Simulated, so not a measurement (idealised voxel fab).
Presented below is a process module, voxel released beams.
The width of the displayed cross-section, cut, is 220 nm; its cells are square, with a size of 5 nm.
Cross-section, as written here: a square-cell grid given band by band from the top down, where a band holds one or more rows of cells.
Band: top and bottom heights (nm) first, top before bottom; then materials from left to right, widths in nm. "edge to edge" marks a sole material filling the band edge to edge. "air" denotes empty space.
Heads up on the height convention: 0 is the point under which the incoming wafer is all one material, and the lowest band has no bottom, it just keeps going down, like "0..down".
It should be noted that a width expressed as "30->40" varies in equal increments from row to row of cells within the band, taking the value of the first number at the top row and that of the second number at the bottom row.
Basically "identical to before" means that step didn't change any cell in the cross-section.
Heads up: "Fully sealed cavities" only lists the empty pockets with no open path to the top that are 8 cells or more, and it writes them as width x height at distance, distance from the left edge, in nm.
Read whatever lies past the settings on a step's line as the simulator's own remark about the step.
overlay nm: right-of-plan distance of the mask on a masked step; negative values mean left-of-plan.
-- Listed below are the process steps as planned
1: RECEIVE | material Si
2: CONFORMAL_DEP | material SiN | thk nm 5
3: DIRECTIONAL_DEP | material SiO2 | thk nm 10
4: MASKED_ETCH | tone open | mask id ANCHOR | width nm 25 | etch materials SiO2 | depth nm 10 | overlay nm 0
5: CONFORMAL_DEP | material polySi | thk nm 10
6: MASKED_ETCH | tone cover | mask id BEAM | width nm 95 | etch materials polySi | depth nm 10 | overlay nm 0
7: STRIP | etch materials SiO2
-- Shown in cross-section is the wafer as received, that is, as it stands after step 1
    0..down  Si edge to edge
    Fully sealed cavities: none
-- The first of two wafers, cross-sectioned at the end of the module, with the run proceeding as planned
    25..15  air 60 nm | polySi 15 nm | air 5 nm | polySi 75 nm | air 65 nm
    15..5  air 65 nm | polySi 25 nm | air 130 nm
    5..0  SiN edge to edge
    0..down  Si edge to edge
    Fully sealed cavities: none
-- So this is wafer number two of the two, cut at the end of the module - it started where the first did and had the same plan, we just got one thing wrong running it
    20..10  air 60 nm | polySi 15 nm | air 5 nm | polySi 75 nm | air 65 nm
    10..0  air 65 nm | polySi 25 nm | air 130 nm
    0..down  Si edge to edge
    Fully sealed cavities: none
Here's what went sideways: step 2 of the plan was bypassed and not carried out
Wrapping up, a cell-based count of both wafers puts the second over or under the first for these materials: -44 SiN
